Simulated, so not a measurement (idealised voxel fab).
process module | voxel quadruple lines
cross-section cut | 140 nm wide | cells 5 nm
A cross-section is a grid of square cells, given in bands from the top down. A band is one or more rows of cells.
Each band's line starts with the height of the band's top and of its bottom, in nm. Then come its materials from left to right, each with its width in nm. One material with "throughout" fills the band from edge to edge. "air" is empty space.
Height 0 is the level under which the wafer as received is all one material. The lowest band goes on downwards, as in "0 down".
A width such as "30 to 40" changes by the same amount from each row of cells to the next, from the band's top row to its bottom row.
"no change" after a step means that no cell of the cross-section changed.
closed voids: empty space of 8 cells or more with no open way to the top, each as width x height at its distance from the left edge, in nm
after a step's settings: what the simulator itself notes on the step
overlay nm, on a step with a mask: how far to the right of its planned place the mask lay; to the left if negative
plan
1 op RECEIVE | material Si
2 op CONFORMAL_DEP | material SiO2 | thk nm 10
3 op DIRECTIONAL_DEP | material Ru | thk nm 10
4 op DIRECTIONAL_DEP | material polySi | thk nm 20
5 op DIRECTIONAL_DEP | material aC | thk nm 20
6 op PATTERN | tone cover | mask id MANDREL | material resist | width nm 35 | thk nm 25 | overlay nm 0
7 op DIRECTIONAL_ETCH | etch materials aC | depth nm 20
8 op STRIP | etch materials resist
9 op CONFORMAL_DEP | material SiO2 | thk nm 15
10 op DIRECTIONAL_ETCH | etch materials SiO2 | depth nm 15
11 op STRIP | etch materials aC
12 op DIRECTIONAL_ETCH | etch materials polySi | depth nm 20
13 op STRIP | etch materials SiO2
14 op CONFORMAL_DEP | material SiN | thk nm 10
15 op DIRECTIONAL_ETCH | etch materials SiN | depth nm 10
16 op STRIP | etch materials polySi
17 op DIRECTIONAL_ETCH | etch materials Ru | depth nm 10
18 op STRIP | etch materials SiN
as received, after step 1
  0 down: Si throughout
  closed voids: none
first wafer at the end, as planned
  20 to 10: air 25 | Ru 10 | air 15 | Ru 10 | air 15 | Ru 10 | air 15 | Ru 10 | air 30
  10 to 0: SiO2 throughout
  0 down: Si throughout
  closed voids: none
second wafer at the end: like start, like plan, one mistake
  20 to 15: air 25 | Ru 10 | air 15 | Ru 10 | air 15 | Ru 10 | air 15 | Ru 10 | air 30
  15 to 10: Ru throughout
  10 to 0: SiO2 throughout
  0 down: Si throughout
  closed voids: none
what went wrong: step 17 ran as: op DIRECTIONAL_ETCH | etch materials Ru | depth nm 5
at the end the second wafer has, in cells: 20 more of Ru
